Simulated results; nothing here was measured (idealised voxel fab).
Presented below is a process module, voxel air gaps.
The width of the displayed cross-section, cut, is 175 nm; its cells are square, with a size of 5 nm.
For the purposes of this document, a cross-section shall be understood as a grid of square cells, specified as bands listed in top-to-bottom order, each band consisting of one or more rows of cells. Read a band's entry like this: the first values are the height of its top and the height of its bottom in nm, and what follows is the sequence of materials from left to right, each with its width in nm. Note that "air" is empty space, and that a single material marked "edge to edge" reaches across the band from edge to edge. Height is counted from the level 0, under which the received wafer is composed throughout of one material. The lowest of the bands is not closed at the bottom but continues downward, in the notation "0 and below". The notation "30->40" denotes a width that varies across the rows of cells in the band, beginning at the first number in the top row, finishing at the second number in the bottom row, and changing by an identical amount from each row to the next. The cross-section has no changed cell in any step marked "no modification". Heads up: "Completely sealed voids" only lists the empty pockets with no open path to the top that are 8 cells or more, and it writes them as width x height at distance, distance from the left edge, in nm. On each step's line, the part that comes after the settings is the simulator's own comment on the step. You can add "overlay nm" to a step's line. For a step with a mask, it describes how far the mask lay to the right of its planned position, and a negative number describes a lay to the left.

plan
- 1: op RECEIVE | material Si
- 2: op CONFORMAL_DEP | material SiO2 | thk nm 15
- 3: op CONFORMAL_DEP | material SiN | thk nm 5
- 4: op DIRECTIONAL_DEP | material SiO2 | thk nm 40
- 5: op MASKED_ETCH | tone open | mask id LINES | width nm 25 | pitch nm 50 | etch materials SiO2 | depth nm 40 | overlay nm 0
- 6: op CONFORMAL_DEP | material TiN | thk nm 5
- 7: op FILL_DEP | material Cu | thk nm 10
- 8: op CMP | height nm 60
- 9: op EPI | material Ru | thk nm 10
- 10: op SELECTIVE_ETCH | etch materials SiO2 | depth nm 50
- 11: op CONFORMAL_DEP | material SiCN | thk nm 5

First wafer out of two, processed as planned

Cross-section of the wafer upon arrival, representing the state reached after step 1
	0 and below  Si edge to edge
	Completely sealed voids: none

Upon completion of step 2, the wafer appears in cross-section as shown
	15 down to 0  SiO2 edge to edge
	Note: structure below 0 unchanged.

Upon completion of step 3, the wafer appears in cross-section as shown
	20 down to 15  SiN edge to edge
	Note: structure below 15 unchanged.

Upon completion of step 4, the wafer appears in cross-section as shown
	60 down to 20  SiO2 edge to edge
	Note: structure below 20 unchanged.

Upon completion of step 5, the wafer appears in cross-section as shown
	60 down to 20  SiO2 25; air 25; SiO2 25; air 25; SiO2 25; air 25; SiO2 25
	Note: structure below 20 unchanged.

Upon completion of step 6, the wafer appears in cross-section as shown
	65 down to 60  TiN 30; air 15; TiN 35; air 15; TiN 35; air 15; TiN 30
	60 down to 25  SiO2 25; TiN 5; air 15; TiN 5; SiO2 25; TiN 5; air 15; TiN 5; SiO2 25; TiN 5; air 15; TiN 5; SiO2 25
	25 down to 20  SiO2 25; TiN 25; SiO2 25; TiN 25; SiO2 25; TiN 25; SiO2 25
	Note: structure below 20 unchanged.

Upon completion of step 7, the wafer appears in cross-section as shown
	75 down to 65  Cu edge to edge
	65 down to 60  TiN 30; Cu 15; TiN 35; Cu 15; TiN 35; Cu 15; TiN 30
	60 down to 25  SiO2 25; TiN 5; Cu 15; TiN 5; SiO2 25; TiN 5; Cu 15; TiN 5; SiO2 25; TiN 5; Cu 15; TiN 5; SiO2 25
	Note: structure below 25 unchanged.

Upon completion of step 8, the wafer appears in cross-section as shown
	60 down to 25  SiO2 25; TiN 5; Cu 15; TiN 5; SiO2 25; TiN 5; Cu 15; TiN 5; SiO2 25; TiN 5; Cu 15; TiN 5; SiO2 25
	Note: structure below 25 unchanged.

Upon completion of step 9, the wafer appears in cross-section as shown
	70 down to 60  air 15; Ru 45; air 5; Ru 45; air 5; Ru 45; air 15
	Note: structure below 60 unchanged.

Upon completion of step 10, the wafer appears in cross-section as shown
	70 down to 60  air 15; Ru 45; air 5; Ru 45; air 5; Ru 45; air 15
	60 down to 25  air 25; TiN 5; Cu 15; TiN 5; air 25; TiN 5; Cu 15; TiN 5; air 25; TiN 5; Cu 15; TiN 5; air 25
	25 down to 20  air 25; TiN 25; air 25; TiN 25; air 25; TiN 25; air 25
	Note: structure below 20 unchanged.

Upon completion of step 11, the wafer appears in cross-section as shown
	75 down to 70  air 10; SiCN 155; air 10
	70 down to 60  air 10; SiCN 5; Ru 45; SiCN 5; Ru 45; SiCN 5; Ru 45; SiCN 5; air 10
	60 down to 55  air 10; SiCN 15; TiN 5; Cu 15; TiN 5; SiCN 25; TiN 5; Cu 15; TiN 5; SiCN 25; TiN 5; Cu 15; TiN 5; SiCN 15; air 10
	55 down to 25  air 20; SiCN 5; TiN 5; Cu 15; TiN 5; SiCN 5; air 15; SiCN 5; TiN 5; Cu 15; TiN 5; SiCN 5; air 15; SiCN 5; TiN 5; Cu 15; TiN 5; SiCN 5; air 20
	25 down to 20  SiCN 25; TiN 25; SiCN 25; TiN 25; SiCN 25; TiN 25; SiCN 25
	Note: structure below 20 unchanged.
	Completely sealed voids: 15 x 30 at 55; 15 x 30 at 105

The second wafer was prepared from the same starting point and under the same plan as the first; its processing contained one mistake, and it remains indistinguishable from the first wafer up to and including step 4

Second wafer cross-section, taken as of the time the plan sets for step 5 to be done
	60 down to 20  SiO2 30; air 20; SiO2 30; air 20; SiO2 30; air 20; SiO2 25
	Note: structure below 20 unchanged.

Second wafer cross-section, taken as of the time the plan sets for step 6 to be done
	65 down to 60  TiN 35; air 10; TiN 40; air 10; TiN 40; air 10; TiN 30
	60 down to 25  SiO2 30; TiN 5; air 10; TiN 5; SiO2 30; TiN 5; air 10; TiN 5; SiO2 30; TiN 5; air 10; TiN 5; SiO2 25
	25 down to 20  SiO2 30; TiN 20; SiO2 30; TiN 20; SiO2 30; TiN 20; SiO2 25
	Note: structure below 20 unchanged.

Second wafer cross-section, taken as of the time the plan sets for step 7 to be done
	75 down to 65  Cu edge to edge
	65 down to 60  TiN 35; Cu 10; TiN 40; Cu 10; TiN 40; Cu 10; TiN 30
	60 down to 25  SiO2 30; TiN 5; Cu 10; TiN 5; SiO2 30; TiN 5; Cu 10; TiN 5; SiO2 30; TiN 5; Cu 10; TiN 5; SiO2 25
	Note: structure below 25 unchanged.

Second wafer cross-section, taken as of the time the plan sets for step 8 to be done
	60 down to 25  SiO2 30; TiN 5; Cu 10; TiN 5; SiO2 30; TiN 5; Cu 10; TiN 5; SiO2 30; TiN 5; Cu 10; TiN 5; SiO2 25
	Note: structure below 25 unchanged.

Second wafer cross-section, taken as of the time the plan sets for step 9 to be done
	70 down to 60  air 20; Ru 40; air 10; Ru 40; air 10; Ru 40; air 15
	Note: structure below 60 unchanged.

Second wafer cross-section, taken as of the time the plan sets for step 10 to be done
	70 down to 60  air 20; Ru 40; air 10; Ru 40; air 10; Ru 40; air 15
	60 down to 25  air 30; TiN 5; Cu 10; TiN 5; air 30; TiN 5; Cu 10; TiN 5; air 30; TiN 5; Cu 10; TiN 5; air 25
	25 down to 20  air 30; TiN 20; air 30; TiN 20; air 30; TiN 20; air 25
	Note: structure below 20 unchanged.

Second wafer cross-section, taken as of the time the plan sets for step 11 to be done
	75 down to 70  air 15; SiCN 150; air 10
	70 down to 60  air 15; SiCN 5; Ru 40; SiCN 10; Ru 40; SiCN 10; Ru 40; SiCN 5; air 10
	60 down to 55  air 15; SiCN 15; TiN 5; Cu 10; TiN 5; SiCN 30; TiN 5; Cu 10; TiN 5; SiCN 30; TiN 5; Cu 10; TiN 5; SiCN 15; air 10
	55 down to 25  air 25; SiCN 5; TiN 5; Cu 10; TiN 5; SiCN 5; air 20; SiCN 5; TiN 5; Cu 10; TiN 5; SiCN 5; air 20; SiCN 5; TiN 5; Cu 10; TiN 5; SiCN 5; air 20
	25 down to 20  SiCN 30; TiN 20; SiCN 30; TiN 20; SiCN 30; TiN 20; SiCN 25
	Note: structure below 20 unchanged.
	Completely sealed voids: 20 x 30 at 55; 20 x 30 at 105
What was the processing mistake? step 5 deviated from plan and actually ran as op MASKED_ETCH | tone open | mask id LINES | width nm 20 | pitch nm 50 | etch materials SiO2 | depth nm 40 | overlay nm 0
It is noted that, at the conclusion of processing, the second wafer exhibits a higher or lower cell count for certain materials relative to the first: -21 Cu; -6 Ru; +8 SiCN; -3 TiN
